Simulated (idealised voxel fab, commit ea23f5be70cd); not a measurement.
voxel wiring stack: a process module
Shown is cross-section cut, with a width of 140 nm and square cells of size 5 nm.
Square cells in a grid make up a cross-section in this document, and the grid is given as bands, listed from the top down, each one or more rows of cells.
Band: top and bottom heights (nm) first, top before bottom; then materials from left to right, widths in nm. "edge to edge" marks a sole material filling the band edge to edge. "air" denotes empty space.
The reference from which all heights are counted is 0, the level beneath which the as-received wafer is entirely one material; the lowest band, having no lower bound, proceeds downward and is written after the example "0 down".
The two numbers in a width such as "30 to 40" mark its ends across the band: the first belongs to the top row of cells, the second to the bottom row, and from each row to the next the width moves by the same amount.
It should be understood that the words "everything unchanged", when stated for a given step, signify that the cross-section underwent no change in any of its cells during that step.
Empty spaces without an open route to the top, at least 8 cells in extent, make up the entry "Entrapped voids"; each is given as width x height at distance, where the distance is measured from the left edge, and all are in nm.
Anything after a step's settings on that line? It's the simulator's own note about the step.
A step's line can hold "overlay nm"; with a mask on that step, the setting says how far right of the planned place the mask lay, while a negative setting says it lay to the left.
Process steps foreseen in the plan
1: RECEIVE | material Si
2: CONFORMAL_DEP | material SiO2 | thk nm 15
3: DIRECTIONAL_DEP | material TiN | thk nm 5
4: DIRECTIONAL_DEP | material W | thk nm 15
5: PATTERN | tone cover | mask id METAL_1 | material resist | width nm 20 | pitch nm 40 | thk nm 20 | overlay nm 0
6: DIRECTIONAL_ETCH | etch materials W | depth nm 15
7: DIRECTIONAL_ETCH | etch materials TiN | depth nm 5
8: STRIP | etch materials resist
9: FILL_DEP | material SiO2 | thk nm 5
10: CMP | height nm 35
11: CONFORMAL_DEP | material SiCN | thk nm 5
12: DIRECTIONAL_DEP | material lowk | thk nm 35
13: MASKED_ETCH | tone open | mask id METAL_2_HOLES | width nm 15 | pitch nm 40 | etch materials lowk | depth nm 35 | overlay nm 0
14: PATTERN | tone open | mask id METAL_2 | material resist | width nm 20 | pitch nm 40 | thk nm 15 | overlay nm 0
15: DIRECTIONAL_ETCH | etch materials lowk | depth nm 20
16: DIRECTIONAL_ETCH | etch materials SiCN | depth nm 5
17: STRIP | etch materials resist
18: CONFORMAL_DEP | material TiN | thk nm 5
19: FILL_DEP | material Ru | thk nm 5
20: CMP | height nm 75
21: CONFORMAL_DEP | material SiN | thk nm 5
The following pertains to the first of two wafers, which was processed as planned
As-received wafer cross-section (after step 1)
- 0 down | Si edge to edge
- Entrapped voids: none
Cross-section of the wafer subsequent to step 2
- 15 to 0 | SiO2 edge to edge
- For the remainder of the cross-section, below 0, there is no change.
Cross-section of the wafer subsequent to step 3
- 20 to 15 | TiN edge to edge
- For the remainder of the cross-section, below 15, there is no change.
Cross-section of the wafer subsequent to step 4
- 35 to 20 | W edge to edge
- For the remainder of the cross-section, below 20, there is no change.
Cross-section of the wafer subsequent to step 5
- 55 to 35 | air 20 nm, then resist 20 nm, then air 20 nm, then resist 20 nm, then air 20 nm, then resist 20 nm, then air 20 nm
- For the remainder of the cross-section, below 35, there is no change.
Cross-section of the wafer subsequent to step 6
- 55 to 35 | air 20 nm, then resist 20 nm, then air 20 nm, then resist 20 nm, then air 20 nm, then resist 20 nm, then air 20 nm
- 35 to 20 | air 20 nm, then W 20 nm, then air 20 nm, then W 20 nm, then air 20 nm, then W 20 nm, then air 20 nm
- For the remainder of the cross-section, below 20, there is no change.
Cross-section of the wafer subsequent to step 7
- 55 to 35 | air 20 nm, then resist 20 nm, then air 20 nm, then resist 20 nm, then air 20 nm, then resist 20 nm, then air 20 nm
- 35 to 20 | air 20 nm, then W 20 nm, then air 20 nm, then W 20 nm, then air 20 nm, then W 20 nm, then air 20 nm
- 20 to 15 | air 20 nm, then TiN 20 nm, then air 20 nm, then TiN 20 nm, then air 20 nm, then TiN 20 nm, then air 20 nm
- For the remainder of the cross-section, below 15, there is no change.
Cross-section of the wafer subsequent to step 8
- 35 to 20 | air 20 nm, then W 20 nm, then air 20 nm, then W 20 nm, then air 20 nm, then W 20 nm, then air 20 nm
- For the remainder of the cross-section, below 20, there is no change.
Cross-section of the wafer subsequent to step 9
- 40 to 35 | SiO2 edge to edge
- 35 to 20 | SiO2 20 nm, then W 20 nm, then SiO2 20 nm, then W 20 nm, then SiO2 20 nm, then W 20 nm, then SiO2 20 nm
- 20 to 15 | SiO2 20 nm, then TiN 20 nm, then SiO2 20 nm, then TiN 20 nm, then SiO2 20 nm, then TiN 20 nm, then SiO2 20 nm
- For the remainder of the cross-section, below 15, there is no change.
Cross-section of the wafer subsequent to step 10
- 35 to 20 | SiO2 20 nm, then W 20 nm, then SiO2 20 nm, then W 20 nm, then SiO2 20 nm, then W 20 nm, then SiO2 20 nm
- For the remainder of the cross-section, below 20, there is no change.
Cross-section of the wafer subsequent to step 11
- 40 to 35 | SiCN edge to edge
- For the remainder of the cross-section, below 35, there is no change.
Cross-section of the wafer subsequent to step 12
- 75 to 40 | lowk edge to edge
- For the remainder of the cross-section, below 40, there is no change.
Cross-section of the wafer subsequent to step 13
- 75 to 40 | lowk 20 nm, then air 15 nm, then lowk 25 nm, then air 15 nm, then lowk 25 nm, then air 15 nm, then lowk 25 nm
- For the remainder of the cross-section, below 40, there is no change.
Cross-section of the wafer subsequent to step 14
- 90 to 75 | resist 20 nm, then air 20 nm, then resist 20 nm, then air 20 nm, then resist 20 nm, then air 20 nm, then resist 20 nm
- For the remainder of the cross-section, below 75, there is no change.
Cross-section of the wafer subsequent to step 15
- 90 to 75 | resist 20 nm, then air 20 nm, then resist 20 nm, then air 20 nm, then resist 20 nm, then air 20 nm, then resist 20 nm
- 75 to 55 | lowk 20 nm, then air 20 nm, then lowk 20 nm, then air 20 nm, then lowk 20 nm, then air 20 nm, then lowk 20 nm
- For the remainder of the cross-section, below 55, there is no change.
Cross-section of the wafer subsequent to step 16
- 90 to 75 | resist 20 nm, then air 20 nm, then resist 20 nm, then air 20 nm, then resist 20 nm, then air 20 nm, then resist 20 nm
- 75 to 55 | lowk 20 nm, then air 20 nm, then lowk 20 nm, then air 20 nm, then lowk 20 nm, then air 20 nm, then lowk 20 nm
- 55 to 40 | lowk 20 nm, then air 15 nm, then lowk 25 nm, then air 15 nm, then lowk 25 nm, then air 15 nm, then lowk 25 nm
- 40 to 35 | SiCN 20 nm, then air 15 nm, then SiCN 25 nm, then air 15 nm, then SiCN 25 nm, then air 15 nm, then SiCN 25 nm
- For the remainder of the cross-section, below 35, there is no change.
Cross-section of the wafer subsequent to step 17
- 75 to 55 | lowk 20 nm, then air 20 nm, then lowk 20 nm, then air 20 nm, then lowk 20 nm, then air 20 nm, then lowk 20 nm
- For the remainder of the cross-section, below 55, there is no change.
Cross-section of the wafer subsequent to step 18
- 80 to 75 | TiN 25 nm, then air 10 nm, then TiN 30 nm, then air 10 nm, then TiN 30 nm, then air 10 nm, then TiN 25 nm
- 75 to 60 | lowk 20 nm, then TiN 5 nm, then air 10 nm, then TiN 5 nm, then lowk 20 nm, then TiN 5 nm, then air 10 nm, then TiN 5 nm, then lowk 20 nm, then TiN 5 nm, then air 10 nm, then TiN 5 nm, then lowk 20 nm
- 60 to 55 | lowk 20 nm, then TiN 5 nm, then air 5 nm, then TiN 10 nm, then lowk 20 nm, then TiN 5 nm, then air 5 nm, then TiN 10 nm, then lowk 20 nm, then TiN 5 nm, then air 5 nm, then TiN 10 nm, then lowk 20 nm
- 55 to 40 | lowk 20 nm, then TiN 5 nm, then air 5 nm, then TiN 5 nm, then lowk 25 nm, then TiN 5 nm, then air 5 nm, then TiN 5 nm, then lowk 25 nm, then TiN 5 nm, then air 5 nm, then TiN 5 nm, then lowk 25 nm
- 40 to 35 | SiCN 20 nm, then TiN 15 nm, then SiCN 25 nm, then TiN 15 nm, then SiCN 25 nm, then TiN 15 nm, then SiCN 25 nm
- For the remainder of the cross-section, below 35, there is no change.
Cross-section of the wafer subsequent to step 19
- 85 to 80 | Ru edge to edge
- 80 to 75 | TiN 25 nm, then Ru 10 nm, then TiN 30 nm, then Ru 10 nm, then TiN 30 nm, then Ru 10 nm, then TiN 25 nm
- 75 to 60 | lowk 20 nm, then TiN 5 nm, then Ru 10 nm, then TiN 5 nm, then lowk 20 nm, then TiN 5 nm, then Ru 10 nm, then TiN 5 nm, then lowk 20 nm, then TiN 5 nm, then Ru 10 nm, then TiN 5 nm, then lowk 20 nm
- 60 to 55 | lowk 20 nm, then TiN 5 nm, then Ru 5 nm, then TiN 10 nm, then lowk 20 nm, then TiN 5 nm, then Ru 5 nm, then TiN 10 nm, then lowk 20 nm, then TiN 5 nm, then Ru 5 nm, then TiN 10 nm, then lowk 20 nm
- 55 to 40 | lowk 20 nm, then TiN 5 nm, then Ru 5 nm, then TiN 5 nm, then lowk 25 nm, then TiN 5 nm, then Ru 5 nm, then TiN 5 nm, then lowk 25 nm, then TiN 5 nm, then Ru 5 nm, then TiN 5 nm, then lowk 25 nm
- For the remainder of the cross-section, below 40, there is no change.
Cross-section of the wafer subsequent to step 20
- 75 to 60 | lowk 20 nm, then TiN 5 nm, then Ru 10 nm, then TiN 5 nm, then lowk 20 nm, then TiN 5 nm, then Ru 10 nm, then TiN 5 nm, then lowk 20 nm, then TiN 5 nm, then Ru 10 nm, then TiN 5 nm, then lowk 20 nm
- For the remainder of the cross-section, below 60, there is no change.
Cross-section of the wafer subsequent to step 21
- 80 to 75 | SiN edge to edge
- For the remainder of the cross-section, below 75, there is no change.
The remaining wafer, second of the two, started like the first and was run to the same plan, except that one mistake was made along the way; the two coincide through step 12, inclusive
Cross-section of the second wafer at the time by which step 13 should have been completed according to the plan
- 75 to 40 | lowk 25 nm, then air 15 nm, then lowk 25 nm, then air 15 nm, then lowk 25 nm, then air 15 nm, then lowk 20 nm
- For the remainder of the cross-section, below 40, there is no change.
Cross-section of the second wafer at the time by which step 14 should have been completed according to the plan
- 90 to 75 | resist 20 nm, then air 20 nm, then resist 20 nm, then air 20 nm, then resist 20 nm, then air 20 nm, then resist 20 nm
- For the remainder of the cross-section, below 75, there is no change.
Cross-section of the second wafer at the time by which step 15 should have been completed according to the plan
- 90 to 75 | resist 20 nm, then air 20 nm, then resist 20 nm, then air 20 nm, then resist 20 nm, then air 20 nm, then resist 20 nm
- 75 to 55 | lowk 20 nm, then air 20 nm, then lowk 20 nm, then air 20 nm, then lowk 20 nm, then air 20 nm, then lowk 20 nm
- For the remainder of the cross-section, below 55, there is no change.
Cross-section of the second wafer at the time by which step 16 should have been completed according to the plan
- 90 to 75 | resist 20 nm, then air 20 nm, then resist 20 nm, then air 20 nm, then resist 20 nm, then air 20 nm, then resist 20 nm
- 75 to 55 | lowk 20 nm, then air 20 nm, then lowk 20 nm, then air 20 nm, then lowk 20 nm, then air 20 nm, then lowk 20 nm
- 55 to 40 | lowk 25 nm, then air 15 nm, then lowk 25 nm, then air 15 nm, then lowk 25 nm, then air 15 nm, then lowk 20 nm
- 40 to 35 | SiCN 25 nm, then air 15 nm, then SiCN 25 nm, then air 15 nm, then SiCN 25 nm, then air 15 nm, then SiCN 20 nm
- For the remainder of the cross-section, below 35, there is no change.
Cross-section of the second wafer at the time by which step 17 should have been completed according to the plan
- 75 to 55 | lowk 20 nm, then air 20 nm, then lowk 20 nm, then air 20 nm, then lowk 20 nm, then air 20 nm, then lowk 20 nm
- For the remainder of the cross-section, below 55, there is no change.
Cross-section of the second wafer at the time by which step 18 should have been completed according to the plan
- 80 to 75 | TiN 25 nm, then air 10 nm, then TiN 30 nm, then air 10 nm, then TiN 30 nm, then air 10 nm, then TiN 25 nm
- 75 to 60 | lowk 20 nm, then TiN 5 nm, then air 10 nm, then TiN 5 nm, then lowk 20 nm, then TiN 5 nm, then air 10 nm, then TiN 5 nm, then lowk 20 nm, then TiN 5 nm, then air 10 nm, then TiN 5 nm, then lowk 20 nm
- 60 to 55 | lowk 20 nm, then TiN 10 nm, then air 5 nm, then TiN 5 nm, then lowk 20 nm, then TiN 10 nm, then air 5 nm, then TiN 5 nm, then lowk 20 nm, then TiN 10 nm, then air 5 nm, then TiN 5 nm, then lowk 20 nm
- 55 to 40 | lowk 25 nm, then TiN 5 nm, then air 5 nm, then TiN 5 nm, then lowk 25 nm, then TiN 5 nm, then air 5 nm, then TiN 5 nm, then lowk 25 nm, then TiN 5 nm, then air 5 nm, then TiN 5 nm, then lowk 20 nm
- 40 to 35 | SiCN 25 nm, then TiN 15 nm, then SiCN 25 nm, then TiN 15 nm, then SiCN 25 nm, then TiN 15 nm, then SiCN 20 nm
- For the remainder of the cross-section, below 35, there is no change.
Cross-section of the second wafer at the time by which step 19 should have been completed according to the plan
- 85 to 80 | Ru edge to edge
- 80 to 75 | TiN 25 nm, then Ru 10 nm, then TiN 30 nm, then Ru 10 nm, then TiN 30 nm, then Ru 10 nm, then TiN 25 nm
- 75 to 60 | lowk 20 nm, then TiN 5 nm, then Ru 10 nm, then TiN 5 nm, then lowk 20 nm, then TiN 5 nm, then Ru 10 nm, then TiN 5 nm, then lowk 20 nm, then TiN 5 nm, then Ru 10 nm, then TiN 5 nm, then lowk 20 nm
- 60 to 55 | lowk 20 nm, then TiN 10 nm, then Ru 5 nm, then TiN 5 nm, then lowk 20 nm, then TiN 10 nm, then Ru 5 nm, then TiN 5 nm, then lowk 20 nm, then TiN 10 nm, then Ru 5 nm, then TiN 5 nm, then lowk 20 nm
- 55 to 40 | lowk 25 nm, then TiN 5 nm, then Ru 5 nm, then TiN 5 nm, then lowk 25 nm, then TiN 5 nm, then Ru 5 nm, then TiN 5 nm, then lowk 25 nm, then TiN 5 nm, then Ru 5 nm, then TiN 5 nm, then lowk 20 nm
- For the remainder of the cross-section, below 40, there is no change.
Cross-section of the second wafer at the time by which step 20 should have been completed according to the plan
- 75 to 60 | lowk 20 nm, then TiN 5 nm, then Ru 10 nm, then TiN 5 nm, then lowk 20 nm, then TiN 5 nm, then Ru 10 nm, then TiN 5 nm, then lowk 20 nm, then TiN 5 nm, then Ru 10 nm, then TiN 5 nm, then lowk 20 nm
- For the remainder of the cross-section, below 60, there is no change.
Cross-section of the second wafer at the time by which step 21 should have been completed according to the plan
- 80 to 75 | SiN edge to edge
- For the remainder of the cross-section, below 75, there is no change.
Misprocessing identified: step 13 deviated from plan and actually ran as MASKED_ETCH | tone open | mask id METAL_2_HOLES | width nm 15 | pitch nm 40 | etch materials lowk | depth nm 35 | overlay nm 5
By the end, you'd get the same cell count for each material on either wafer, but the second wafer puts them somewhere else.
